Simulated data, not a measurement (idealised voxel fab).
The name of this process module is voxel transistor to metal.
We display cut, a cross-section 190 nm in width whose square cells are each 5 nm.
In what follows, cross-sections appear as grids of square cells, described through bands that run from the top down, where every band is one or more rows of cells.
This entry defines a band. It first specifies the height of the band's top and the height of its bottom in nm, and then specifies the band's materials from left to right, stating each material with its width in nm. The word "all across" identifies a single material that fills the band from edge to edge, while the word "air" identifies empty space.
Measure heights from 0. That's the level where, below it, the as-received wafer is all one material. The lowest band is bottomless and extends downward; write it as in "from 0 down".
Read "30..40" as a graded width: first number on top, second number at the bottom, same change between each pair of neighbouring rows.
When a step is marked "remained the same", none of the cells in the cross-section changed during that step.
Basically, "Internal closed voids" tells you about the enclosed voids: empty spaces with no open way to the top, 8 cells or bigger, each written width x height at distance, where distance is from the left edge, all in nm.
Anything after a step's settings on that line? It's the simulator's own note about the step.
overlay nm: step with mask; distance mask lay right of planned place; negative value = left of planned place.

THE FOLLOWING LIST GIVES THE PLANNED PROCESS STEPS
- 1: RECEIVE: material Si
- 2: OXIDIZE: depth nm 5
- 3: CONFORMAL_DEP: material SiN, thk nm 15
- 4: PATTERN: tone cover, mask id ACTIVE, material resist, width nm 115, thk nm 20, overlay nm 0
- 5: DIRECTIONAL_ETCH: etch materials SiN, depth nm 15
- 6: DIRECTIONAL_ETCH: etch materials SiO2, depth nm 5
- 7: DIRECTIONAL_ETCH: etch materials Si, depth nm 30
- 8: STRIP: etch materials resist
- 9: FILL_DEP: material SiO2, thk nm 10
- 10: CMP: height nm 15
- 11: SELECTIVE_ETCH: etch materials SiO2, depth nm 15
- 12: STRIP: etch materials SiN
- 13: SELECTIVE_ETCH: etch materials SiO2, depth nm 5
- 14: OXIDIZE: depth nm 5
- 15: DIRECTIONAL_DEP: material polySi, thk nm 25
- 16: DIRECTIONAL_DEP: material SiCN, thk nm 10
- 17: MASKED_ETCH: tone cover, mask id GATE, width nm 25, etch materials SiCN, depth nm 20, overlay nm 0
- 18: MASKED_ETCH: tone cover, mask id GATE, width nm 25, etch materials polySi, depth nm 35, overlay nm 0
- 19: CONFORMAL_DEP: material SiO2, thk nm 5
- 20: DIRECTIONAL_ETCH: etch materials SiO2, depth nm 5
- 21: CONFORMAL_DEP: material SiN, thk nm 10
- 22: DIRECTIONAL_ETCH: etch materials SiN, depth nm 10
- 23: DIRECTIONAL_ETCH: etch materials SiO2, depth nm 5
- 24: EPI: material pSi, thk nm 5
- 25: FILL_DEP: material SiO2, thk nm 10
- 26: CMP: height nm 20
- 27: STRIP: etch materials polySi
- 28: SELECTIVE_ETCH: etch materials SiO2, depth nm 5
- 29: CONFORMAL_DEP: material HfO2, thk nm 5
- 30: CONFORMAL_DEP: material TiN, thk nm 5
- 31: FILL_DEP: material W, thk nm 10
- 32: CMP: height nm 15
- 33: DIRECTIONAL_DEP: material SiO2, thk nm 15
- 34: PATTERN: tone open, mask id CONTACT, material resist, width nm 15, pitch nm 80, thk nm 15, overlay nm 0
- 35: DIRECTIONAL_ETCH: etch materials SiO2, depth nm 35
- 36: STRIP: etch materials resist
- 37: CONFORMAL_DEP: material TiN, thk nm 5
- 38: FILL_DEP: material Ru, thk nm 10
- 39: CMP: height nm 30
- 40: DIRECTIONAL_DEP: material TiN, thk nm 5
- 41: DIRECTIONAL_DEP: material W, thk nm 15
- 42: MASKED_ETCH: tone cover, mask id METAL_1, width nm 15, pitch nm 80, etch materials W, depth nm 15, overlay nm 0
- 43: MASKED_ETCH: tone cover, mask id METAL_1, width nm 15, pitch nm 80, etch materials TiN, depth nm 5, overlay nm 0
- 44: CONFORMAL_DEP: material SiCN, thk nm 5
- 45: FILL_DEP: material lowk, thk nm 5
- 46: CMP: height nm 50
- 47: CONFORMAL_DEP: material SiCN, thk nm 5
- 48: DIRECTIONAL_DEP: material SiO2, thk nm 30
- 49: DIRECTIONAL_DEP: material aC, thk nm 15
- 50: PATTERN: tone open, mask id METAL_2, material resist, width nm 15, pitch nm 80, thk nm 30, overlay nm 0
- 51: DIRECTIONAL_ETCH: etch materials aC, depth nm 15
- 52: STRIP: etch materials resist
- 53: DIRECTIONAL_ETCH: etch materials SiO2, depth nm 15
- 54: STRIP: etch materials aC
- 55: PATTERN: tone open, mask id METAL_2_HOLES, material resist, width nm 15, pitch nm 80, thk nm 15, overlay nm 0
- 56: DIRECTIONAL_ETCH: etch materials SiO2, depth nm 15
- 57: DIRECTIONAL_ETCH: etch materials SiCN, depth nm 5
- 58: STRIP: etch materials resist
- 59: CONFORMAL_DEP: material TiN, thk nm 5
- 60: FILL_DEP: material Cu, thk nm 5
- 61: CMP: height nm 85
- 62: CONFORMAL_DEP: material SiN, thk nm 5

AS-RECEIVED STATE OF THE WAFER IN CROSS-SECTION, EQUIVALENT TO POST-STEP 1
from 0 down: Si all across
Internal closed voids: none

STARTING STRUCTURE AND PROCESS PLAN ARE AS SHOWN ABOVE, BUT ONE MISTAKE WAS MADE IN RUNNING THE MODULE; THE WAFER CROSS-SECTION AT THE END OF THE MODULE FOLLOWS
from 90 to 85: SiN all across
from 85 to 55: SiO2: 45 / TiN: 5 / Cu: 5 / TiN: 5 / SiO2: 65 / TiN: 5 / Cu: 5 / TiN: 5 / SiO2: 50
from 55 to 50: SiCN: 45 / TiN: 15 / SiCN: 65 / TiN: 15 / SiCN: 50
from 50 to 35: lowk: 40 / SiCN: 5 / W: 15 / SiCN: 5 / lowk: 55 / SiCN: 5 / W: 15 / SiCN: 5 / lowk: 45
from 35 to 30: SiCN: 45 / TiN: 15 / SiCN: 65 / TiN: 15 / SiCN: 50
from 30 to 15: SiO2: 40 / TiN: 5 / Ru: 15 / TiN: 5 / SiO2: 55 / TiN: 5 / Ru: 15 / TiN: 5 / SiO2: 45
from 15 to 0: SiO2: 40 / TiN: 5 / Ru: 15 / TiN: 5 / SiN: 10 / HfO2: 5 / TiN: 5 / W: 15 / TiN: 5 / HfO2: 5 / SiN: 10 / TiN: 5 / Ru: 15 / TiN: 5 / SiO2: 45
from 0 to -5: SiO2: 40 / TiN: 25 / SiN: 10 / HfO2: 5 / TiN: 25 / HfO2: 5 / SiN: 10 / TiN: 25 / SiO2: 45
from -5 to -10: SiO2: 30 / pSi: 35 / SiO2: 10 / HfO2: 35 / SiO2: 10 / pSi: 35 / SiO2: 35
from -10 to -35: SiO2: 35 / Si: 115 / SiO2: 40
from -35 down: Si all across
Internal closed voids: none
Deviation noted in wafer processing: contrary to plan, step 34 was performed as PATTERN: tone open, mask id CONTACT, material resist, width nm 25, pitch nm 80, thk nm 15, overlay nm 0
